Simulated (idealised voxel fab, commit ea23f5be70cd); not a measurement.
Process module, titled voxel double patterning
In the cross-section labelled cut, the width is 230 nm and each square cell is 5 nm.
A cross-section in this document is a grid of square cells, and it is written down as bands, the top band listed before the ones below it; a band is made up of one or more rows of cells.
Band: top and bottom heights (nm) first, top before bottom; then materials from left to right, widths in nm. "everywhere" marks a sole material filling the band edge to edge. "empty" denotes empty space.
Beneath 0, the wafer as received is one material, and that level is where height counting begins. The lowest band goes on downward without a bottom; it is written like "from 0 down".
Graded width ("30 to 40"): value in top row of band = first number; value in bottom row = second number; row-to-row change constant.
The cross-section has no changed cell in any step marked "no alteration".
So "Closed internal voids" is basically the list of trapped voids: any empty space of 8 cells or more that can't reach the top through an opening. They're written width x height at distance, the distance being from the left edge, and it's all nm.
Post-settings text on a step line: simulator's own remark regarding the step.
overlay nm: mask offset rightward from planned place, masked step; negative means leftward offset.

# This section lists the process steps that were planned
| 1 | op RECEIVE | material Si |
| 2 | op CONFORMAL_DEP | material SiO2 | thk nm 10 |
| 3 | op DIRECTIONAL_DEP | material W | thk nm 15 |
| 4 | op DIRECTIONAL_DEP | material SiCN | thk nm 5 |
| 5 | op MASKED_ETCH | tone open | mask id FIRST | width nm 15 | pitch nm 50 | etch materials SiCN | depth nm 5 | overlay nm 0 |
| 6 | op DIRECTIONAL_DEP | material aC | thk nm 10 |
| 7 | op PATTERN | tone open | mask id SECOND | material resist | width nm 15 | pitch nm 50 | thk nm 30 | overlay nm 0 |
| 8 | op DIRECTIONAL_ETCH | etch materials aC | depth nm 10 |
| 9 | op STRIP | etch materials resist |
| 10 | op DIRECTIONAL_ETCH | etch materials SiCN | depth nm 5 |
| 11 | op STRIP | etch materials aC |
| 12 | op DIRECTIONAL_ETCH | etch materials W | depth nm 15 |
| 13 | op STRIP | etch materials SiCN |

# So this is the incoming wafer in cross-section - it's already been through step 1
> from 0 down = Si everywhere
> Closed internal voids: none

# Here's the wafer cut in cross-section after the module, started and planned just like above, except one thing was done wrong in the run
> from 25 to 10 = 80 nm empty  15 nm W  35 nm empty  15 nm W  85 nm empty
> from 10 to 0 = SiO2 everywhere
> from 0 down = Si everywhere
> Closed internal voids: none
what went wrong: step 7, actual vs plan mismatch, actual run op PATTERN | tone cover | mask id SECOND | material resist | width nm 15 | pitch nm 50 | thk nm 30 | overlay nm 0
